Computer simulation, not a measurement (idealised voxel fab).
This section sets out a process module, namely voxel lift off.
Cross-sectional view cut (width: 145 nm; square cell size: 5 nm).
How to read a cross-section here: the picture is a grid of square cells, written as bands going from the top down, and any band can span one or more rows of cells.
Within each band entry, the heights of the top and of the bottom of the band appear first, in that order and in nm; the materials of the band then follow from left to right, each with its corresponding width in nm. The designation "throughout" on a single material indicates that it fills the band from edge to edge; the designation "empty" indicates empty space.
Ref level 0: as-received wafer is one material below here. Bottom band extends down with no lower bound ("0 -> down").
A width given as "30 to 40" starts at the first number in the band's top row and ends at the second number in its bottom row, shifting by an equal amount at every step from row to row.
"all unchanged" -> step changed no cross-section cell.
"Enclosed empty spaces" lists enclosed empty spaces (at least 8 cells, no open path upward to the top), each as width x height at distance from the left edge, in nm.
Past the settings on a step's line: simulator remark, on that step.
overlay nm: how far to the right of its planned place the mask lay on this masked step (negative: to the left).
Plan
- 1: RECEIVE | material Si
- 2: CONFORMAL_DEP | material SiO2 | thk nm 15
- 3: PATTERN | tone open | mask id LINES | material resist | width nm 20 | pitch nm 50 | thk nm 20 | overlay nm 0
- 4: DIRECTIONAL_DEP | material Ru | thk nm 10
- 5: STRIP | etch materials resist
- 6: CONFORMAL_DEP | material SiN | thk nm 10
Received-state cross-section, reflecting completion of step 1
- 0 -> down = Si throughout
- Enclosed empty spaces: none
Post-module cross-section: identical start and plan to those above, one misstep in execution
- 35 -> 25 = 30 empty, then 40 SiN, then 10 empty, then 40 SiN, then 25 empty
- 25 -> 15 = 40 SiN, then 20 Ru, then 30 SiN, then 20 Ru, then 35 SiN
- 15 -> 0 = SiO2 throughout
- 0 -> down = Si throughout
- Enclosed empty spaces: none
Which mistake was made when the wafer was run? for step 3, the planned setting was not used; the step was instead run as PATTERN | tone open | mask id LINES | material resist | width nm 20 | pitch nm 50 | thk nm 20 | overlay nm 5
